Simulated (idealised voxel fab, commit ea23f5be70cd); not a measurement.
Herein follows the process module entitled voxel tone inversion.
It is cross-section cut that appears here, measuring 275 nm in width, its square cells being 5 nm in size.
How to read a cross-section here: the picture is a grid of square cells, written as bands going from the top down, and any band can span one or more rows of cells. Basically the band line says how high the top is and how high the bottom is, in nm, and then what's in it from left to right, every material with its width in nm. Empty space shows up as "blank", and if a single material carries "everywhere" it runs the full band edge to edge. It should be noted that heights are counted from 0, beneath which the wafer as supplied is of one material throughout, and that the lowest band possesses no lower boundary but continues downward, as written in "0 and below". Read "30..40" as a graded width: first number on top, second number at the bottom, same change between each pair of neighbouring rows. Basically "all unchanged" means that step didn't change any cell in the cross-section. In "Sealed-off cavities" the enclosed voids are listed, meaning empty spaces of 8 cells or larger without any opening to the top. The form is width x height at distance, distance from the left edge, units nm. The remark found on a step's line after its settings is issued by the simulator itself and pertains to that step. overlay nm: right-of-plan distance of the mask on a masked step; negative values mean left-of-plan.

Intended process steps:
step 1: RECEIVE with material Si
step 2: CONFORMAL_DEP with material SiCN, thk nm 10
step 3: DIRECTIONAL_DEP with material polySi, thk nm 15
step 4: PATTERN with tone cover, mask id POSTS, material resist, width nm 20, pitch nm 40, thk nm 25, overlay nm 0
step 5: DIRECTIONAL_ETCH with etch materials polySi, depth nm 15
step 6: STRIP with etch materials resist
step 7: FILL_DEP with material lowk, thk nm 10
step 8: CMP with height nm 25
step 9: STRIP with etch materials polySi
step 10: CONFORMAL_DEP with material TiN, thk nm 5
step 11: FILL_DEP with material Ru, thk nm 10
step 12: CMP with height nm 25
step 13: CONFORMAL_DEP with material SiN, thk nm 5

As received (post step 1): cross-section:
	0 and below = Si everywhere
	Sealed-off cavities: none

Final wafer profile in cross-section after the module, from the same start and plan as above, with one mistake made during processing:
	30 down to 25 = SiN everywhere
	25 down to 15 = 60 nm Ru, 5 nm TiN, 20 nm lowk, 5 nm TiN, 10 nm Ru, 5 nm TiN, 20 nm lowk, 5 nm TiN, 10 nm Ru, 5 nm TiN, 20 nm lowk, 5 nm TiN, 10 nm Ru, 5 nm TiN, 20 nm lowk, 5 nm TiN, 65 nm Ru
	15 down to 10 = 65 nm TiN, 20 nm lowk, 20 nm TiN, 20 nm lowk, 20 nm TiN, 20 nm lowk, 20 nm TiN, 20 nm lowk, 70 nm TiN
	10 down to 0 = SiCN everywhere
	0 and below = Si everywhere
	Sealed-off cavities: none
The plan and the run diverged here: rather than as planned, step 4 actually ran as PATTERN with tone open, mask id POSTS, material resist, width nm 20, pitch nm 40, thk nm 25, overlay nm 0
